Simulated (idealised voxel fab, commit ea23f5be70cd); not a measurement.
Name of the process module below: voxel capacitor over wiring
Cross-section cut: width 225 nm, square cells of 5 nm.
Format of a cross-section: grid, square cells. Given as bands. Order: top down. Band: one or more rows of cells.
Basically the band line says how high the top is and how high the bottom is, in nm, and then what's in it from left to right, every material with its width in nm. Empty space shows up as "empty", and if a single material carries "full width" it runs the full band edge to edge.
Height 0 is the level under which the wafer as received is all one material. The lowest band goes on downwards, as in "top 0, no bottom".
Per-row width for "30->40": begins at first number (top row of band), ends at second number (bottom row), increment between rows held constant.
"all unchanged" -> step changed no cross-section cell.
Empty spaces without an open route to the top, at least 8 cells in extent, make up the entry "Enclosed voids"; each is given as width x height at distance, where the distance is measured from the left edge, and all are in nm.
That trailing text on a step's line, after the settings, is the simulator's own remark on the step.
On any step carrying a mask, the "overlay nm" setting, if present on the step's line, tells how far right of its planned place the mask lay; negative values point to the left.
Guide to the pairs. Each holds a before and an after cross-section around one process step; the after cross-section is cut off at the lowest band that changed. Look under the pair for the step between them and its settings. Pairs can come from different runs of this module on the same starting wafer, so a pair follows on from the one above it only where its entry headed "Before this step" says it does.
**Before this step**
top 95, bottom 80 = empty: 60 / resist: 80 / empty: 85
top 80, bottom 70 = empty: 60 / resist: 5 / TiN: 70 / resist: 5 / empty: 85
top 70, bottom 65 = empty: 60 / resist: 5 / Al2O3: 70 / resist: 5 / empty: 85
top 65, bottom 60 = TiN full width
top 60, bottom 40 = SiO2: 65 / Ru: 15 / SiO2: 145
top 40, bottom 35 = SiCN: 65 / Ru: 15 / SiCN: 145
top 35, bottom 20 = lowk: 40 / SiN: 5 / W: 40 / SiN: 5 / lowk: 45 / SiN: 5 / W: 40 / SiN: 5 / lowk: 40
top 20, bottom 15 = SiN: 45 / TiN: 40 / SiN: 55 / TiN: 40 / SiN: 45
top 15, bottom 0 = SiO2 full width
top 0, no bottom = Si full width
Enclosed voids: none
**Resulting Cross-Section**
top 95, bottom 80 = empty: 60 / resist: 80 / empty: 85
top 80, bottom 70 = empty: 60 / resist: 5 / TiN: 70 / resist: 5 / empty: 85
top 70, bottom 65 = empty: 60 / resist: 5 / Al2O3: 70 / resist: 5 / empty: 85
top 65, bottom 60 = empty: 60 / TiN: 80 / empty: 85
Below 60, the layers are the same as they were.
Enclosed voids: none
What step was run between the cross-section before it and the cross-section after it, both above? DIRECTIONAL_ETCH, etch materials TiN, depth nm 5
Before this step: see preceding pair, after cross-section.
**Resulting Cross-Section**
top 80, bottom 70 = empty: 65 / TiN: 70 / empty: 90
top 70, bottom 65 = empty: 65 / Al2O3: 70 / empty: 90
Below 65, the layers are the same as they were.
Enclosed voids: none
What step was run between the cross-section before it and the cross-section after it, both above? STRIP, etch materials resist
Before this step: see preceding pair, after cross-section.
**Resulting Cross-Section**
top 100, bottom 80 = SiO2 full width
top 80, bottom 70 = SiO2: 65 / TiN: 70 / SiO2: 90
top 70, bottom 65 = SiO2: 65 / Al2O3: 70 / SiO2: 90
top 65, bottom 60 = SiO2: 60 / TiN: 80 / SiO2: 85
Below 60, the layers are the same as they were.
Enclosed voids: none
What step was run between the cross-section before it and the cross-section after it, both above? FILL_DEP, material SiO2, thk nm 20
Before this step: see preceding pair, after cross-section.
**Resulting Cross-Section**
top 95, bottom 80 = SiO2 full width
Below 80, the layers are the same as they were.
Enclosed voids: none
What step was run between the cross-section before it and the cross-section after it, both above? CMP, height nm 95
Before this step: see preceding pair, after cross-section.
**Resulting Cross-Section**
top 95, bottom 80 = SiO2: 75 / empty: 15 / SiO2: 135
Below 80, the layers are the same as they were.
Enclosed voids: none
What step was run between the cross-section before it and the cross-section after it, both above? MASKED_ETCH, tone open, mask id PLUG_2, width nm 15, etch materials SiO2, depth nm 15, overlay nm 0
Before this step: see preceding pair, after cross-section.
**Resulting Cross-Section**
top 100, bottom 95 = TiN: 80 / empty: 5 / TiN: 140
top 95, bottom 85 = SiO2: 75 / TiN: 5 / empty: 5 / TiN: 5 / SiO2: 135
top 85, bottom 80 = SiO2: 75 / TiN: 15 / SiO2: 135
Below 80, the layers are the same as they were.
Enclosed voids: none
What step was run between the cross-section before it and the cross-section after it, both above? CONFORMAL_DEP, material TiN, thk nm 5
Before this step: see preceding pair, after cross-section.
**Resulting Cross-Section**
top 110, bottom 100 = W full width
top 100, bottom 95 = TiN: 80 / W: 5 / TiN: 140
top 95, bottom 85 = SiO2: 75 / TiN: 5 / W: 5 / TiN: 5 / SiO2: 135
Below 85, the layers are the same as they were.
Enclosed voids: none
What step was run between the cross-section before it and the cross-section after it, both above? FILL_DEP, material W, thk nm 10
Before this step: see preceding pair, after cross-section.
**Resulting Cross-Section**
top 95, bottom 85 = SiO2: 75 / TiN: 5 / W: 5 / TiN: 5 / SiO2: 135
Below 85, the layers are the same as they were.
Enclosed voids: none
What step was run between the cross-section before it and the cross-section after it, both above? CMP, height nm 95
Before this step: see preceding pair, after cross-section.
**Resulting Cross-Section**
top 100, bottom 95 = SiCN full width
Below 95, the layers are the same as they were.
Enclosed voids: none
What step was run between the cross-section before it and the cross-section after it, both above? CONFORMAL_DEP, material SiCN, thk nm 5
**Before this step**
top 95, bottom 80 = SiO2 full width
top 80, bottom 70 = SiO2: 65 / TiN: 70 / SiO2: 90
top 70, bottom 65 = SiO2: 65 / Al2O3: 70 / SiO2: 90
top 65, bottom 60 = SiO2: 60 / TiN: 80 / SiO2: 85
top 60, bottom 40 = SiO2: 65 / Ru: 15 / SiO2: 145
top 40, bottom 35 = SiCN: 65 / Ru: 15 / SiCN: 145
top 35, bottom 20 = lowk: 45 / SiN: 5 / W: 30 / SiN: 5 / lowk: 55 / SiN: 5 / W: 30 / SiN: 5 / lowk: 45
top 20, bottom 15 = SiN: 50 / TiN: 30 / SiN: 65 / TiN: 30 / SiN: 50
top 15, bottom 0 = SiO2 full width
top 0, no bottom = Si full width
Enclosed voids: none
**Resulting Cross-Section**
top 95, bottom 80 = SiO2: 85 / empty: 15 / SiO2: 125
Below 80, the layers are the same as they were.
Enclosed voids: none
What step was run between the cross-section before it and the cross-section after it, both above? MASKED_ETCH, tone open, mask id PLUG_2, width nm 15, etch materials SiO2, depth nm 15, overlay nm 10
Before this step: see preceding pair, after cross-section.
**Resulting Cross-Section**
top 100, bottom 95 = TiN: 90 / empty: 5 / TiN: 130
top 95, bottom 85 = SiO2: 85 / TiN: 5 / empty: 5 / TiN: 5 / SiO2: 125
top 85, bottom 80 = SiO2: 85 / TiN: 15 / SiO2: 125
Below 80, the layers are the same as they were.
Enclosed voids: none
What step was run between the cross-section before it and the cross-section after it, both above? CONFORMAL_DEP, material TiN, thk nm 5
Before this step: see preceding pair, after cross-section.
**Resulting Cross-Section**
top 110, bottom 100 = W full width
top 100, bottom 95 = TiN: 90 / W: 5 / TiN: 130
top 95, bottom 85 = SiO2: 85 / TiN: 5 / W: 5 / TiN: 5 / SiO2: 125
Below 85, the layers are the same as they were.
Enclosed voids: none
What step was run between the cross-section before it and the cross-section after it, both above? FILL_DEP, material W, thk nm 10
Before this step: see preceding pair, after cross-section.
**Resulting Cross-Section**
top 95, bottom 85 = SiO2: 85 / TiN: 5 / W: 5 / TiN: 5 / SiO2: 125
Below 85, the layers are the same as they were.
Enclosed voids: none
What step was run between the cross-section before it and the cross-section after it, both above? CMP, height nm 95
Before this step: see preceding pair, after cross-section.
**Resulting Cross-Section**
top 100, bottom 95 = SiCN full width
Below 95, the layers are the same as they were.
Enclosed voids: none
What step was run between the cross-section before it and the cross-section after it, both above? CONFORMAL_DEP, material SiCN, thk nm 5
**Before this step**
top 60, bottom 40 = SiO2: 65 / Ru: 15 / SiO2: 145
top 40, bottom 35 = SiCN: 65 / Ru: 15 / SiCN: 145
top 35, bottom 20 = lowk: 45 / SiN: 5 / W: 30 / SiN: 5 / lowk: 55 / SiN: 5 / W: 30 / SiN: 5 / lowk: 45
top 20, bottom 15 = SiN: 50 / TiN: 30 / SiN: 65 / TiN: 30 / SiN: 50
top 15, bottom 0 = SiO2 full width
top 0, no bottom = Si full width
Enclosed voids: none
**Resulting Cross-Section**
top 65, bottom 60 = SiCN full width
Below 60, the layers are the same as they were.
Enclosed voids: none
What step was run between the cross-section before it and the cross-section after it, both above? DIRECTIONAL_DEP, material SiCN, thk nm 5
Before this step: see preceding pair, after cross-section.
**Resulting Cross-Section**
top 70, bottom 65 = Al2O3 full width
Below 65, the layers are the same as they were.
Enclosed voids: none
What step was run between the cross-section before it and the cross-section after it, both above? DIRECTIONAL_DEP, material Al2O3, thk nm 5
Before this step: see preceding pair, after cross-section.
**Resulting Cross-Section**
top 80, bottom 70 = TiN full width
Below 70, the layers are the same as they were.
Enclosed voids: none
What step was run between the cross-section before it and the cross-section after it, both above? DIRECTIONAL_DEP, material TiN, thk nm 10
Before this step: see preceding pair, after cross-section.
**Resulting Cross-Section**
top 100, bottom 80 = empty: 65 / resist: 70 / empty: 90
Below 80, the layers are the same as they were.
Enclosed voids: none
What step was run between the cross-section before it and the cross-section after it, both above? PATTERN, tone cover, mask id UPPER_PLATE, material resist, width nm 70, thk nm 20, overlay nm 0
Before this step: see preceding pair, after cross-section.
**Resulting Cross-Section**
top 100, bottom 80 = empty: 65 / resist: 70 / empty: 90
top 80, bottom 70 = empty: 65 / TiN: 70 / empty: 90
Below 70, the layers are the same as they were.
Enclosed voids: none
What step was run between the cross-section before it and the cross-section after it, both above? DIRECTIONAL_ETCH, etch materials TiN, depth nm 10
Before this step: see preceding pair, after cross-section.
**Resulting Cross-Section**
top 100, bottom 80 = empty: 65 / resist: 70 / empty: 90
top 80, bottom 70 = empty: 65 / TiN: 70 / empty: 90
top 70, bottom 65 = empty: 65 / Al2O3: 70 / empty: 90
Below 65, the layers are the same as they were.
Enclosed voids: none
What step was run between the cross-section before it and the cross-section after it, both above? DIRECTIONAL_ETCH, etch materials Al2O3, depth nm 5
Before this step: see preceding pair, after cross-section.
**Resulting Cross-Section**
top 80, bottom 70 = empty: 65 / TiN: 70 / empty: 90
Below 70, the layers are the same as they were.
Enclosed voids: none
What step was run between the cross-section before it and the cross-section after it, both above? STRIP, etch materials resist
Before this step: see preceding pair, after cross-section.
**Resulting Cross-Section**
top 95, bottom 80 = empty: 60 / resist: 80 / empty: 85
top 80, bottom 70 = empty: 60 / resist: 5 / TiN: 70 / resist: 5 / empty: 85
top 70, bottom 65 = empty: 60 / resist: 5 / Al2O3: 70 / resist: 5 / empty: 85
Below 65, the layers are the same as they were.
Enclosed voids: none
What step was run between the cross-section before it and the cross-section after it, both above? PATTERN, tone cover, mask id LOWER_PLATE, material resist, width nm 80, thk nm 15, overlay nm 0
Before this step: see preceding pair, after cross-section.
**Resulting Cross-Section**
top 80, bottom 70 = empty: 65 / TiN: 70 / empty: 90
top 70, bottom 65 = empty: 65 / Al2O3: 70 / empty: 90
Below 65, the layers are the same as they were.
Enclosed voids: none
What step was run between the cross-section before it and the cross-section after it, both above? STRIP, etch materials resist
Before this step: see preceding pair, after cross-section.
**Resulting Cross-Section**
top 100, bottom 80 = SiO2 full width
top 80, bottom 70 = SiO2: 65 / TiN: 70 / SiO2: 90
top 70, bottom 65 = SiO2: 65 / Al2O3: 70 / SiO2: 90
Below 65, the layers are the same as they were.
Enclosed voids: none
What step was run between the cross-section before it and the cross-section after it, both above? FILL_DEP, material SiO2, thk nm 20
Before this step: see preceding pair, after cross-section.
**Resulting Cross-Section**
top 95, bottom 80 = SiO2 full width
Below 80, the layers are the same as they were.
Enclosed voids: none
What step was run between the cross-section before it and the cross-section after it, both above? CMP, height nm 95
Before this step: see preceding pair, after cross-section.
**Resulting Cross-Section**
top 95, bottom 80 = SiO2: 75 / empty: 15 / SiO2: 135
Below 80, the layers are the same as they were.
Enclosed voids: none
What step was run between the cross-section before it and the cross-section after it, both above? MASKED_ETCH, tone open, mask id PLUG_2, width nm 15, etch materials SiO2, depth nm 15, overlay nm 0
Before this step: see preceding pair, after cross-section.
**Resulting Cross-Section**
top 100, bottom 95 = TiN: 80 / empty: 5 / TiN: 140
top 95, bottom 85 = SiO2: 75 / TiN: 5 / empty: 5 / TiN: 5 / SiO2: 135
top 85, bottom 80 = SiO2: 75 / TiN: 15 / SiO2: 135
Below 80, the layers are the same as they were.
Enclosed voids: none
What step was run between the cross-section before it and the cross-section after it, both above? CONFORMAL_DEP, material TiN, thk nm 5
Before this step: see preceding pair, after cross-section.
**Resulting Cross-Section**
top 110, bottom 100 = W full width
top 100, bottom 95 = TiN: 80 / W: 5 / TiN: 140
top 95, bottom 85 = SiO2: 75 / TiN: 5 / W: 5 / TiN: 5 / SiO2: 135
Below 85, the layers are the same as they were.
Enclosed voids: none
What step was run between the cross-section before it and the cross-section after it, both above? FILL_DEP, material W, thk nm 10
Before this step: see preceding pair, after cross-section.
**Resulting Cross-Section**
top 95, bottom 85 = SiO2: 75 / TiN: 5 / W: 5 / TiN: 5 / SiO2: 135
Below 85, the layers are the same as they were.
Enclosed voids: none
What step was run between the cross-section before it and the cross-section after it, both above? CMP, height nm 95
Before this step: see preceding pair, after cross-section.
**Resulting Cross-Section**
top 100, bottom 95 = SiCN full width
Below 95, the layers are the same as they were.
Enclosed voids: none
What step was run between the cross-section before it and the cross-section after it, both above? CONFORMAL_DEP, material SiCN, thk nm 5
**Before this step**
top 60, bottom 40 = SiO2 full width
top 40, bottom 35 = SiCN full width
top 35, bottom 20 = lowk: 45 / SiN: 5 / W: 30 / SiN: 5 / lowk: 55 / SiN: 5 / W: 30 / SiN: 5 / lowk: 45
top 20, bottom 15 = SiN: 50 / TiN: 30 / SiN: 65 / TiN: 30 / SiN: 50
top 15, bottom 0 = SiO2 full width
top 0, no bottom = Si full width
Enclosed voids: none
**Resulting Cross-Section**
top 80, bottom 60 = empty: 65 / resist: 15 / empty: 145
Below 60, the layers are the same as they were.
Enclosed voids: none
What step was run between the cross-section before it and the cross-section after it, both above? PATTERN, tone cover, mask id PLUG_1, material resist, width nm 15, thk nm 20, overlay nm 0
Before this step: see preceding pair, after cross-section.
**Resulting Cross-Section**
top 80, bottom 60 = empty: 65 / resist: 15 / empty: 145
top 60, bottom 40 = empty: 65 / SiO2: 15 / empty: 145
Below 40, the layers are the same as they were.
Enclosed voids: none
What step was run between the cross-section before it and the cross-section after it, both above? DIRECTIONAL_ETCH, etch materials SiO2, depth nm 20
Before this step: see preceding pair, after cross-section.
**Resulting Cross-Section**
top 80, bottom 60 = empty: 65 / resist: 15 / empty: 145
top 60, bottom 40 = empty: 65 / SiO2: 15 / empty: 145
top 40, bottom 35 = empty: 65 / SiCN: 15 / empty: 145
Below 35, the layers are the same as they were.
Enclosed voids: none
What step was run between the cross-section before it and the cross-section after it, both above? DIRECTIONAL_ETCH, etch materials SiCN, depth nm 5
Before this step: see preceding pair, after cross-section.
**Resulting Cross-Section**
top 60, bottom 40 = empty: 65 / SiO2: 15 / empty: 145
Below 40, the layers are the same as they were.
Enclosed voids: none
What step was run between the cross-section before it and the cross-section after it, both above? STRIP, etch materials resist
Before this step: see preceding pair, after cross-section.
**Resulting Cross-Section**
top 60, bottom 45 = empty: 65 / SiO2: 15 / empty: 145
top 45, bottom 40 = empty: 40 / Ru: 25 / SiO2: 15 / empty: 55 / Ru: 50 / empty: 40
top 40, bottom 35 = empty: 40 / Ru: 25 / SiCN: 15 / empty: 55 / Ru: 50 / empty: 40
Below 35, the layers are the same as they were.
Enclosed voids: none
What step was run between the cross-section before it and the cross-section after it, both above? EPI, material Ru, thk nm 10
Before this step: see preceding pair, after cross-section.
**Resulting Cross-Section**
top 60, bottom 55 = empty: 65 / SiO2: 15 / empty: 145
top 55, bottom 40 = empty: 30 / Ru: 35 / SiO2: 15 / empty: 45 / Ru: 70 / empty: 30
top 40, bottom 35 = empty: 30 / Ru: 35 / SiCN: 15 / empty: 45 / Ru: 70 / empty: 30
Below 35, the layers are the same as they were.
Enclosed voids: none
What step was run between the cross-section before it and the cross-section after it, both above? EPI, material Ru, thk nm 10
Before this step: see preceding pair, after cross-section.
**Resulting Cross-Section**
top 60, bottom 40 = empty: 25 / Ru: 40 / SiO2: 15 / empty: 40 / Ru: 80 / empty: 25
top 40, bottom 35 = empty: 25 / Ru: 40 / SiCN: 15 / empty: 40 / Ru: 80 / empty: 25
Below 35, the layers are the same as they were.
Enclosed voids: none
What step was run between the cross-section before it and the cross-section after it, both above? EPI, material Ru, thk nm 5
Before this step: see preceding pair, after cross-section.
**Resulting Cross-Section**
top 65, bottom 60 = empty: 25 / TiN: 55 / empty: 40 / TiN: 80 / empty: 25
top 60, bottom 40 = empty: 25 / Ru: 40 / SiO2: 15 / empty: 40 / Ru: 80 / empty: 25
top 40, bottom 35 = TiN: 25 / Ru: 40 / SiCN: 15 / TiN: 40 / Ru: 80 / TiN: 25
Below 35, the layers are the same as they were.
Enclosed voids: none
What step was run between the cross-section before it and the cross-section after it, both above? DIRECTIONAL_DEP, material TiN, thk nm 5
Before this step: see preceding pair, after cross-section.
**Resulting Cross-Section**
top 70, bottom 65 = empty: 25 / Al2O3: 55 / empty: 40 / Al2O3: 80 / empty: 25
top 65, bottom 60 = empty: 25 / TiN: 55 / empty: 40 / TiN: 80 / empty: 25
top 60, bottom 45 = empty: 25 / Ru: 40 / SiO2: 15 / empty: 40 / Ru: 80 / empty: 25
top 45, bottom 40 = Al2O3: 25 / Ru: 40 / SiO2: 15 / Al2O3: 40 / Ru: 80 / Al2O3: 25
Below 40, the layers are the same as they were.
Enclosed voids: none
What step was run between the cross-section before it and the cross-section after it, both above? DIRECTIONAL_DEP, material Al2O3, thk nm 5
Before this step: see preceding pair, after cross-section.
**Resulting Cross-Section**
top 80, bottom 70 = empty: 25 / TiN: 55 / empty: 40 / TiN: 80 / empty: 25
top 70, bottom 65 = empty: 25 / Al2O3: 55 / empty: 40 / Al2O3: 80 / empty: 25
top 65, bottom 60 = empty: 25 / TiN: 55 / empty: 40 / TiN: 80 / empty: 25
top 60, bottom 55 = empty: 25 / Ru: 40 / SiO2: 15 / empty: 40 / Ru: 80 / empty: 25
top 55, bottom 45 = TiN: 25 / Ru: 40 / SiO2: 15 / TiN: 40 / Ru: 80 / TiN: 25
Below 45, the layers are the same as they were.
Enclosed voids: none
What step was run between the cross-section before it and the cross-section after it, both above? DIRECTIONAL_DEP, material TiN, thk nm 10
Before this step: see preceding pair, after cross-section.
**Resulting Cross-Section**
top 100, bottom 80 = empty: 65 / resist: 70 / empty: 90
top 80, bottom 70 = empty: 25 / TiN: 55 / resist: 40 / TiN: 80 / empty: 25
top 70, bottom 65 = empty: 25 / Al2O3: 55 / resist: 40 / Al2O3: 80 / empty: 25
top 65, bottom 60 = empty: 25 / TiN: 55 / resist: 40 / TiN: 80 / empty: 25
top 60, bottom 55 = empty: 25 / Ru: 40 / SiO2: 15 / resist: 40 / Ru: 80 / empty: 25
Below 55, the layers are the same as they were.
Enclosed voids: none
What step was run between the cross-section before it and the cross-section after it, both above? PATTERN, tone cover, mask id UPPER_PLATE, material resist, width nm 70, thk nm 20, overlay nm 0
Before this step: see preceding pair, after cross-section.
**Resulting Cross-Section**
top 100, bottom 80 = empty: 65 / resist: 70 / empty: 90
top 80, bottom 70 = empty: 65 / TiN: 15 / resist: 40 / TiN: 15 / empty: 90
top 70, bottom 65 = empty: 25 / Al2O3: 55 / resist: 40 / Al2O3: 80 / empty: 25
top 65, bottom 60 = empty: 25 / TiN: 55 / resist: 40 / TiN: 80 / empty: 25
top 60, bottom 55 = empty: 25 / Ru: 40 / SiO2: 15 / resist: 40 / Ru: 80 / empty: 25
top 55, bottom 45 = empty: 25 / Ru: 40 / SiO2: 15 / TiN: 40 / Ru: 80 / empty: 25
Below 45, the layers are the same as they were.
Enclosed voids: none
What step was run between the cross-section before it and the cross-section after it, both above? DIRECTIONAL_ETCH, etch materials TiN, depth nm 10
Before this step: see preceding pair, after cross-section.
**Resulting Cross-Section**
top 100, bottom 80 = empty: 65 / resist: 70 / empty: 90
top 80, bottom 70 = empty: 65 / TiN: 15 / resist: 40 / TiN: 15 / empty: 90
top 70, bottom 65 = empty: 65 / Al2O3: 15 / resist: 40 / Al2O3: 15 / empty: 90
top 65, bottom 60 = empty: 25 / TiN: 55 / resist: 40 / TiN: 80 / empty: 25
top 60, bottom 55 = empty: 25 / Ru: 40 / SiO2: 15 / resist: 40 / Ru: 80 / empty: 25
top 55, bottom 45 = empty: 25 / Ru: 40 / SiO2: 15 / TiN: 40 / Ru: 80 / empty: 25
top 45, bottom 40 = empty: 25 / Ru: 40 / SiO2: 15 / Al2O3: 40 / Ru: 80 / empty: 25
Below 40, the layers are the same as they were.
Enclosed voids: none
What step was run between the cross-section before it and the cross-section after it, both above? DIRECTIONAL_ETCH, etch materials Al2O3, depth nm 5
Before this step: see preceding pair, after cross-section.
**Resulting Cross-Section**
top 80, bottom 70 = empty: 65 / TiN: 15 / empty: 40 / TiN: 15 / empty: 90
top 70, bottom 65 = empty: 65 / Al2O3: 15 / empty: 40 / Al2O3: 15 / empty: 90
top 65, bottom 60 = empty: 25 / TiN: 55 / empty: 40 / TiN: 80 / empty: 25
top 60, bottom 55 = empty: 25 / Ru: 40 / SiO2: 15 / empty: 40 / Ru: 80 / empty: 25
Below 55, the layers are the same as they were.
Enclosed voids: none
What step was run between the cross-section before it and the cross-section after it, both above? STRIP, etch materials resist
Before this step: see preceding pair, after cross-section.
**Resulting Cross-Section**
top 95, bottom 80 = empty: 60 / resist: 80 / empty: 85
top 80, bottom 70 = empty: 60 / resist: 5 / TiN: 15 / resist: 40 / TiN: 15 / resist: 5 / empty: 85
top 70, bottom 65 = empty: 60 / resist: 5 / Al2O3: 15 / resist: 40 / Al2O3: 15 / resist: 5 / empty: 85
top 65, bottom 60 = empty: 25 / TiN: 55 / resist: 40 / TiN: 80 / empty: 25
top 60, bottom 55 = empty: 25 / Ru: 40 / SiO2: 15 / resist: 40 / Ru: 80 / empty: 25
Below 55, the layers are the same as they were.
Enclosed voids: none
What step was run between the cross-section before it and the cross-section after it, both above? PATTERN, tone cover, mask id LOWER_PLATE, material resist, width nm 80, thk nm 15, overlay nm 0
Before this step: see preceding pair, after cross-section.
**Resulting Cross-Section**
top 95, bottom 80 = empty: 60 / resist: 80 / empty: 85
top 80, bottom 70 = empty: 60 / resist: 5 / TiN: 15 / resist: 40 / TiN: 15 / resist: 5 / empty: 85
top 70, bottom 65 = empty: 60 / resist: 5 / Al2O3: 15 / resist: 40 / Al2O3: 15 / resist: 5 / empty: 85
top 65, bottom 60 = empty: 60 / TiN: 20 / resist: 40 / TiN: 20 / empty: 85
top 60, bottom 55 = empty: 25 / Ru: 40 / SiO2: 15 / resist: 40 / Ru: 80 / empty: 25
top 55, bottom 45 = empty: 25 / Ru: 40 / SiO2: 15 / TiN: 40 / Ru: 80 / empty: 25
top 45, bottom 40 = empty: 25 / Ru: 40 / SiO2: 15 / Al2O3: 40 / Ru: 80 / empty: 25
top 40, bottom 35 = empty: 25 / Ru: 40 / SiCN: 15 / TiN: 40 / Ru: 80 / empty: 25
Below 35, the layers are the same as they were.
Enclosed voids: none
What step was run between the cross-section before it and the cross-section after it, both above? DIRECTIONAL_ETCH, etch materials TiN, depth nm 5
Before this step: see preceding pair, after cross-section.
**Resulting Cross-Section**
top 80, bottom 70 = empty: 65 / TiN: 15 / empty: 40 / TiN: 15 / empty: 90
top 70, bottom 65 = empty: 65 / Al2O3: 15 / empty: 40 / Al2O3: 15 / empty: 90
top 65, bottom 60 = empty: 60 / TiN: 20 / empty: 40 / TiN: 20 / empty: 85
top 60, bottom 55 = empty: 25 / Ru: 40 / SiO2: 15 / empty: 40 / Ru: 80 / empty: 25
Below 55, the layers are the same as they were.
Enclosed voids: none
What step was run between the cross-section before it and the cross-section after it, both above? STRIP, etch materials resist
Before this step: see preceding pair, after cross-section.
**Resulting Cross-Section**
top 100, bottom 80 = SiO2 full width
top 80, bottom 70 = SiO2: 65 / TiN: 15 / SiO2: 40 / TiN: 15 / SiO2: 90
top 70, bottom 65 = SiO2: 65 / Al2O3: 15 / SiO2: 40 / Al2O3: 15 / SiO2: 90
top 65, bottom 60 = SiO2: 60 / TiN: 20 / SiO2: 40 / TiN: 20 / SiO2: 85
top 60, bottom 55 = SiO2: 25 / Ru: 40 / SiO2: 55 / Ru: 80 / SiO2: 25
top 55, bottom 45 = SiO2: 25 / Ru: 40 / SiO2: 15 / TiN: 40 / Ru: 80 / SiO2: 25
top 45, bottom 40 = SiO2: 25 / Ru: 40 / SiO2: 15 / Al2O3: 40 / Ru: 80 / SiO2: 25
top 40, bottom 35 = SiO2: 25 / Ru: 40 / SiCN: 15 / TiN: 40 / Ru: 80 / SiO2: 25
Below 35, the layers are the same as they were.
Enclosed voids: none
What step was run between the cross-section before it and the cross-section after it, both above? FILL_DEP, material SiO2, thk nm 20
Before this step: see preceding pair, after cross-section.
**Resulting Cross-Section**
top 95, bottom 80 = SiO2 full width
Below 80, the layers are the same as they were.
Enclosed voids: none
What step was run between the cross-section before it and the cross-section after it, both above? CMP, height nm 95
Before this step: see preceding pair, after cross-section.
**Resulting Cross-Section**
top 95, bottom 80 = SiO2: 75 / empty: 15 / SiO2: 135
Below 80, the layers are the same as they were.
Enclosed voids: none
What step was run between the cross-section before it and the cross-section after it, both above? MASKED_ETCH, tone open, mask id PLUG_2, width nm 15, etch materials SiO2, depth nm 15, overlay nm 0
Before this step: see preceding pair, after cross-section.
**Resulting Cross-Section**
top 100, bottom 95 = TiN: 80 / empty: 5 / TiN: 140
top 95, bottom 85 = SiO2: 75 / TiN: 5 / empty: 5 / TiN: 5 / SiO2: 135
top 85, bottom 80 = SiO2: 75 / TiN: 15 / SiO2: 135
Below 80, the layers are the same as they were.
Enclosed voids: none
What step was run between the cross-section before it and the cross-section after it, both above? CONFORMAL_DEP, material TiN, thk nm 5
Before this step: see preceding pair, after cross-section.
**Resulting Cross-Section**
top 110, bottom 100 = W full width
top 100, bottom 95 = TiN: 80 / W: 5 / TiN: 140
top 95, bottom 85 = SiO2: 75 / TiN: 5 / W: 5 / TiN: 5 / SiO2: 135
Below 85, the layers are the same as they were.
Enclosed voids: none
What step was run between the cross-section before it and the cross-section after it, both above? FILL_DEP, material W, thk nm 10
Before this step: see preceding pair, after cross-section.
**Resulting Cross-Section**
top 95, bottom 85 = SiO2: 75 / TiN: 5 / W: 5 / TiN: 5 / SiO2: 135
Below 85, the layers are the same as they were.
Enclosed voids: none
What step was run between the cross-section before it and the cross-section after it, both above? CMP, height nm 95
Before this step: see preceding pair, after cross-section.
**Resulting Cross-Section**
top 100, bottom 95 = SiCN full width
Below 95, the layers are the same as they were.
Enclosed voids: none
What step was run between the cross-section before it and the cross-section after it, both above? CONFORMAL_DEP, material SiCN, thk nm 5
